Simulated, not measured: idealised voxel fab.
Title: Process Module voxel air gaps
Square cells of 5 nm make up the cross-section cut, whose width is 175 nm.
Cross-sections here: square-cell grids, written as top-down lists of bands, a band being one or more rows of cells.
Top height, bottom height, nm. Materials left to right, width each, nm. Single material + "edge to edge" = fills band edge to edge. "air" = empty.
Heights are measured from 0, the level below which the as-received wafer is all one material; the lowest band has no bottom and continues downward, written as in "z 0 and below".
It should be noted that a width expressed as "30 to 40" varies in equal increments from row to row of cells within the band, taking the value of the first number at the top row and that of the second number at the bottom row.
"nothing was modified" after a step means that no cell of the cross-section changed.
Listed in "Cavities, sealed": every empty space of 8 or more cells without an open way to the top. Form: width x height at distance, the distance being from the left edge, all in nm.
Where a step's line continues beyond its settings, the continuation is a remark by the simulator itself on that step.
A step's line can hold "overlay nm"; with a mask on that step, the setting says how far right of the planned place the mask lay, while a negative setting says it lay to the left.
These are the steps we planned for the process
1. RECEIVE, material Si
2. CONFORMAL_DEP, material SiO2, thk nm 15
3. CONFORMAL_DEP, material SiCN, thk nm 5
4. DIRECTIONAL_DEP, material SiO2, thk nm 30
5. DIRECTIONAL_DEP, material aC, thk nm 15
6. PATTERN, tone open, mask id LINES, material resist, width nm 25, pitch nm 50, thk nm 35, overlay nm 0
7. DIRECTIONAL_ETCH, etch materials aC, depth nm 15
8. STRIP, etch materials resist
9. DIRECTIONAL_ETCH, etch materials SiO2, depth nm 30
10. STRIP, etch materials aC
11. CONFORMAL_DEP, material TiN, thk nm 5
12. FILL_DEP, material Cu, thk nm 10
13. CMP, height nm 50
14. EPI, material Ru, thk nm 10
15. SELECTIVE_ETCH, etch materials SiO2, depth nm 40
16. CONFORMAL_DEP, material SiCN, thk nm 5
Incoming wafer, cross-sectional view, post step 1
- z 0 and below  Si edge to edge
- Cavities, sealed: none
First of two wafers, end-of-module section, run followed plan
- z 65 to 60  air (10); SiCN (155); air (10)
- z 60 to 50  air (10); SiCN (5); Ru (45); SiCN (5); Ru (45); SiCN (5); Ru (45); SiCN (5); air (10)
- z 50 to 45  air (10); SiCN (15); TiN (5); Cu (15); TiN (5); SiCN (25); TiN (5); Cu (15); TiN (5); SiCN (25); TiN (5); Cu (15); TiN (5); SiCN (15); air (10)
- z 45 to 25  air (20); SiCN (5); TiN (5); Cu (15); TiN (5); SiCN (5); air (15); SiCN (5); TiN (5); Cu (15); TiN (5); SiCN (5); air (15); SiCN (5); TiN (5); Cu (15); TiN (5); SiCN (5); air (20)
- z 25 to 20  SiCN (25); TiN (25); SiCN (25); TiN (25); SiCN (25); TiN (25); SiCN (25)
- z 20 to 15  SiCN edge to edge
- z 15 to 0  SiO2 edge to edge
- z 0 and below  Si edge to edge
- Cavities, sealed: 15 x 20 at 55; 15 x 20 at 105
Module end: cross-section of wafer two of two. Same start and process plan as the first wafer. One mistake during execution
- z 65 to 60  SiCN edge to edge
- z 60 to 50  Ru edge to edge
- z 50 to 45  TiN (30); Cu (15); TiN (35); Cu (15); TiN (35); Cu (15); TiN (30)
- z 45 to 20  SiO2 (25); TiN (5); Cu (15); TiN (5); SiO2 (25); TiN (5); Cu (15); TiN (5); SiO2 (25); TiN (5); Cu (15); TiN (5); SiO2 (25)
- z 20 to 15  SiO2 (25); TiN (25); SiO2 (25); TiN (25); SiO2 (25); TiN (25); SiO2 (25)
- z 15 to 0  SiO2 edge to edge
- z 0 and below  Si edge to edge
- Cavities, sealed: none
What was done differently from what was planned? the plan's step 3 went unexecuted, having been skipped
Final difference in cells, second wafer against first, listed per material as more or fewer: 9 more of Cu; 16 more of Ru; 99 fewer of SiCN; 120 more of SiO2; 26 more of TiN
On completion, 0 closed voids are found in the second wafer, whereas the first wafer has 2.
